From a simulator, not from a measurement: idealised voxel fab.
process module | voxel double patterning
cross-section cut | 215 nm wide | cells 5 nm
A cross-section is a grid of square cells, given in bands from the top down. A band is one or more rows of cells.
Each band's line starts with the height of the band's top and of its bottom, in nm. Then come its materials from left to right, each with its width in nm. One material with "throughout" fills the band from edge to edge. "air" is empty space.
Height 0 is the level under which the wafer as received is all one material. The lowest band goes on downwards, as in "0 down".
A width such as "30 to 40" changes by the same amount from each row of cells to the next, from the band's top row to its bottom row.
"no change" after a step means that no cell of the cross-section changed.
closed voids: empty space of 8 cells or more with no open way to the top, each as width x height at its distance from the left edge, in nm
after a step's settings: what the simulator itself notes on the step
overlay nm, on a step with a mask: how far to the right of its planned place the mask lay; to the left if negative
plan
1 op RECEIVE | material Si
2 op CONFORMAL_DEP | material SiO2 | thk nm 5
3 op DIRECTIONAL_DEP | material TiN | thk nm 20
4 op DIRECTIONAL_DEP | material SiCN | thk nm 5
5 op PATTERN | tone open | mask id FIRST | material resist | width nm 15 | pitch nm 50 | thk nm 15 | overlay nm 0
6 op DIRECTIONAL_ETCH | etch materials SiCN | depth nm 5
7 op STRIP | etch materials resist
8 op PATTERN | tone open | mask id SECOND | material resist | width nm 15 | thk nm 20 | overlay nm 0
9 op DIRECTIONAL_ETCH | etch materials SiCN | depth nm 5
10 op STRIP | etch materials resist
11 op DIRECTIONAL_ETCH | etch materials TiN | depth nm 20
12 op STRIP | etch materials SiCN
as received, after step 1
  0 down: Si throughout
  closed voids: none
a wafer at the end: this start, this plan, one mistake
  45 to 25: TiN 75 | air 15 | TiN 10 | air 15 | TiN 10 | air 15 | TiN 75
  25 to 5: TiN throughout
  5 to 0: SiO2 throughout
  0 down: Si throughout
  closed voids: none
what went wrong: step 3 was run twice
